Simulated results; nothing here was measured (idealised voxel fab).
process module | voxel self aligned vias
cross-section cut | 220 nm wide | cells 5 nm
A cross-section is a grid of square cells, given in bands from the top down. A band is one or more rows of cells.
Each band's line starts with the height of the band's top and of its bottom, in nm. Then come its materials from left to right, each with its width in nm. One material with "throughout" fills the band from edge to edge. "air" is empty space.
Height 0 is the level under which the wafer as received is all one material. The lowest band goes on downwards, as in "0 down".
A width such as "30 to 40" changes by the same amount from each row of cells to the next, from the band's top row to its bottom row.
"no change" after a step means that no cell of the cross-section changed.
closed voids: empty space of 8 cells or more with no open way to the top, each as width x height at its distance from the left edge, in nm
after a step's settings: what the simulator itself notes on the step
overlay nm, on a step with a mask: how far to the right of its planned place the mask lay; to the left if negative
plan
1 op RECEIVE | material Si
2 op CONFORMAL_DEP | material SiO2 | thk nm 15
3 op CONFORMAL_DEP | material SiCN | thk nm 5
4 op DIRECTIONAL_DEP | material lowk | thk nm 20
5 op DIRECTIONAL_DEP | material aC | thk nm 10
6 op PATTERN | tone open | mask id LINES | material resist | width nm 20 | pitch nm 50 | thk nm 25 | overlay nm 0
7 op DIRECTIONAL_ETCH | etch materials aC | depth nm 10
8 op STRIP | etch materials resist
9 op DIRECTIONAL_ETCH | etch materials lowk | depth nm 20
10 op STRIP | etch materials aC
11 op CONFORMAL_DEP | material TiN | thk nm 5
12 op FILL_DEP | material W | thk nm 10
13 op CMP | height nm 40
14 op SELECTIVE_ETCH | etch materials W Ru TiN | depth nm 10
15 op FILL_DEP | material SiN | thk nm 5
16 op CMP | height nm 40
17 op DIRECTIONAL_DEP | material lowk | thk nm 15
18 op PATTERN | tone open | mask id VIAS | material resist | width nm 30 | pitch nm 50 | thk nm 15 | overlay nm 0
19 op DIRECTIONAL_ETCH | etch materials lowk | depth nm 15
20 op DIRECTIONAL_ETCH | etch materials SiN | depth nm 10
21 op STRIP | etch materials resist
22 op CONFORMAL_DEP | material TiN | thk nm 5
23 op FILL_DEP | material W | thk nm 10
24 op CMP | height nm 55
25 op CONFORMAL_DEP | material SiCN | thk nm 5
as received, after step 1
  0 down: Si throughout
  closed voids: none
first wafer at the end, as planned
  60 to 55: SiCN throughout
  55 to 45: lowk 45 | TiN 5 | W 20 | TiN 5 | lowk 20 | TiN 5 | W 20 | TiN 5 | lowk 20 | TiN 5 | W 20 | TiN 5 | lowk 45
  45 to 35: lowk 45 to 50 | TiN 10 to 5 | W 10 | TiN 10 to 5 | lowk 20 to 30 | TiN 10 to 5 | W 10 | TiN 10 to 5 | lowk 20 to 30 | TiN 10 to 5 | W 10 | TiN 10 to 5 | lowk 45 to 50
  35 to 30: lowk 50 | TiN 20 | lowk 30 | TiN 20 | lowk 30 | TiN 20 | lowk 50
  30 to 25: lowk 50 | TiN 5 | W 10 | TiN 5 | lowk 30 | TiN 5 | W 10 | TiN 5 | lowk 30 | TiN 5 | W 10 | TiN 5 | lowk 50
  25 to 20: lowk 50 | TiN 20 | lowk 30 | TiN 20 | lowk 30 | TiN 20 | lowk 50
  20 to 15: SiCN throughout
  15 to 0: SiO2 throughout
  0 down: Si throughout
  closed voids: none
second wafer at the end: like start, like plan, one mistake
  50 to 45: SiCN throughout
  45 to 35: lowk 45 to 50 | TiN 10 to 5 | W 10 | TiN 10 to 5 | lowk 20 to 30 | TiN 10 to 5 | W 10 | TiN 10 to 5 | lowk 20 to 30 | TiN 10 to 5 | W 10 | TiN 10 to 5 | lowk 45 to 50
  35 to 30: lowk 50 | TiN 20 | lowk 30 | TiN 20 | lowk 30 | TiN 20 | lowk 50
  30 to 25: lowk 50 | TiN 5 | W 10 | TiN 5 | lowk 30 | TiN 5 | W 10 | TiN 5 | lowk 30 | TiN 5 | W 10 | TiN 5 | lowk 50
  25 to 20: lowk 50 | TiN 20 | lowk 30 | TiN 20 | lowk 30 | TiN 20 | lowk 50
  20 to 15: SiCN throughout
  15 to 0: SiO2 throughout
  0 down: Si throughout
  closed voids: none
what went wrong: step 24 ran as: op CMP | height nm 45
at the end the second wafer has, in cells: 12 fewer of TiN | 24 fewer of W | 52 fewer of lowk
